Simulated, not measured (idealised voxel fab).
Title: Process Module voxel fin reveal
Cross-section cut: width 150 nm, square cells of 5 nm.
If you're reading a cross-section in this doc, picture square cells in a grid; it comes to you as bands, top ones listed first down to the bottom, and a band can be one or more rows of cells.
The entry gives the band's vertical extent as a top height and a bottom height in nm, then its horizontal make-up as materials from left to right, each with a width in nm. "empty" stands for empty space; a single material marked "everywhere" fills the band edge to edge.
Height 0 is the level under which the wafer as received is all one material. The lowest band goes on downwards, as in "0 nm and below".
Top row gets the first number, bottom row gets the second, and each row in between changes by the same step: that is how a band width like "30..40" works.
Reading "no modifications" for a step: not a cell of the cross-section changed in it.
"Closed internal voids" specifies each empty space that is not open to the top and that occupies no fewer than 8 cells, using the form width x height at distance, the distance measured from the left edge and all three quantities in nm.
On each step's line, the part that comes after the settings is the simulator's own comment on the step.
overlay nm: step with mask; distance mask lay right of planned place; negative value = left of planned place.

This section lists the process steps that were planned
1,RECEIVE: material Si
2,CONFORMAL_DEP: material SiN, thk nm 10
3,DIRECTIONAL_DEP: material aC, thk nm 10
4,PATTERN: tone cover, mask id FINS, material resist, width nm 15, pitch nm 40, thk nm 25, overlay nm 0
5,DIRECTIONAL_ETCH: etch materials aC, depth nm 10
6,STRIP: etch materials resist
7,DIRECTIONAL_ETCH: etch materials SiN, depth nm 10
8,DIRECTIONAL_ETCH: etch materials Si, depth nm 40
9,STRIP: etch materials aC
10,FILL_DEP: material SiO2, thk nm 5
11,CMP: height nm 10
12,SELECTIVE_ETCH: etch materials SiO2, depth nm 25
13,STRIP: etch materials SiN

This is the cross-section of the wafer as we received it, i.e. after step 1
	0 nm and below: Si everywhere
	Closed internal voids: none

The module was run from the start shown above using the plan shown above, but one mistake was made doing it; the resulting wafer cross-section is below
	0 nm to -15 nm: Si 45 nm; empty 15 nm; Si 25 nm; empty 15 nm; Si 50 nm
	-15 nm to -40 nm: Si 45 nm; SiO2 15 nm; Si 25 nm; SiO2 15 nm; Si 50 nm
	-40 nm and below: Si everywhere
	Closed internal voids: none
Here's what went sideways: step 4 ran differently from the plan; actual operation with settings: PATTERN: tone open, mask id FINS, material resist, width nm 15, pitch nm 40, thk nm 25, overlay nm 0
